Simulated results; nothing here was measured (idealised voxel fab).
process module | voxel wiring stack
cross-section cut | 195 nm wide | cells 5 nm
A cross-section is a grid of square cells, given in bands from the top down. A band is one or more rows of cells.
Each band's line starts with the height of the band's top and of its bottom, in nm. Then come its materials from left to right, each with its width in nm. One material with "throughout" fills the band from edge to edge. "air" is empty space.
Height 0 is the level under which the wafer as received is all one material. The lowest band goes on downwards, as in "0 down".
A width such as "30 to 40" changes by the same amount from each row of cells to the next, from the band's top row to its bottom row.
"no change" after a step means that no cell of the cross-section changed.
closed voids: empty space of 8 cells or more with no open way to the top, each as width x height at its distance from the left edge, in nm
after a step's settings: what the simulator itself notes on the step
overlay nm, on a step with a mask: how far to the right of its planned place the mask lay; to the left if negative
plan
1 op RECEIVE | material Si
2 op CONFORMAL_DEP | material SiO2 | thk nm 15
3 op DIRECTIONAL_DEP | material TiN | thk nm 5
4 op DIRECTIONAL_DEP | material W | thk nm 15
5 op MASKED_ETCH | tone cover | mask id METAL_1 | width nm 30 | pitch nm 50 | etch materials W | depth nm 15 | overlay nm 0
6 op MASKED_ETCH | tone cover | mask id METAL_1 | width nm 30 | pitch nm 50 | etch materials TiN | depth nm 5 | overlay nm 0
7 op CONFORMAL_DEP | material SiN | thk nm 5
8 op FILL_DEP | material SiO2 | thk nm 5
9 op CMP | height nm 35
10 op CONFORMAL_DEP | material SiCN | thk nm 5
11 op DIRECTIONAL_DEP | material SiO2 | thk nm 10
12 op MASKED_ETCH | tone open | mask id PLUG_1 | width nm 15 | pitch nm 50 | etch materials SiO2 | depth nm 10 | overlay nm 0
13 op MASKED_ETCH | tone open | mask id PLUG_1 | width nm 15 | pitch nm 50 | etch materials SiCN | depth nm 5 | overlay nm 0
14 op EPI | material Ru | thk nm 10
15 op EPI | material Ru | thk nm 5
16 op CONFORMAL_DEP | material SiN | thk nm 5
17 op DIRECTIONAL_DEP | material lowk | thk nm 10
18 op DIRECTIONAL_DEP | material aC | thk nm 15
19 op PATTERN | tone open | mask id METAL_2 | material resist | width nm 30 | pitch nm 50 | thk nm 35 | overlay nm 0
20 op DIRECTIONAL_ETCH | etch materials aC | depth nm 15
21 op STRIP | etch materials resist
22 op DIRECTIONAL_ETCH | etch materials lowk | depth nm 20
23 op DIRECTIONAL_ETCH | etch materials SiN | depth nm 5
24 op STRIP | etch materials aC
25 op CONFORMAL_DEP | material TiN | thk nm 5
26 op FILL_DEP | material Cu | thk nm 10
27 op CMP | height nm 75
28 op EPI | material Ru | thk nm 5
29 op FILL_DEP | material SiCN | thk nm 5
varied across the wafers: thk nm of step 17. The plan shows the first wafer's value. All wafers start alike
first wafer as received, after step 1
  0 down: Si throughout
  closed voids: none
each wafer at the end: cells of each material gained (+) or lost (-) since it was received, then its closed voids
thk nm 10 | +75 Cu | +66 Ru | +69 SiCN | +60 SiN | +222 SiO2 | +75 TiN | +54 W | +42 lowk | closed voids: none
thk nm 15 | +48 Cu | +66 Ru | +69 SiCN | +60 SiN | +222 SiO2 | +81 TiN | +54 W | +63 lowk | closed voids: none
thk nm 20 | +48 Cu | +51 Ru | +84 SiCN | +60 SiN | +222 SiO2 | +60 TiN | +54 W | +84 lowk | closed voids: none
thk nm 25 | +24 Cu | +51 Ru | +84 SiCN | +78 SiN | +222 SiO2 | +48 TiN | +54 W | +102 lowk | closed voids: none
thk nm 30 | +12 Cu | +51 Ru | +84 SiCN | +78 SiN | +222 SiO2 | +42 TiN | +54 W | +120 lowk | closed voids: none
thk nm 35 | +51 Ru | +84 SiCN | +78 SiN | +222 SiO2 | +36 TiN | +54 W | +138 lowk | closed voids: none
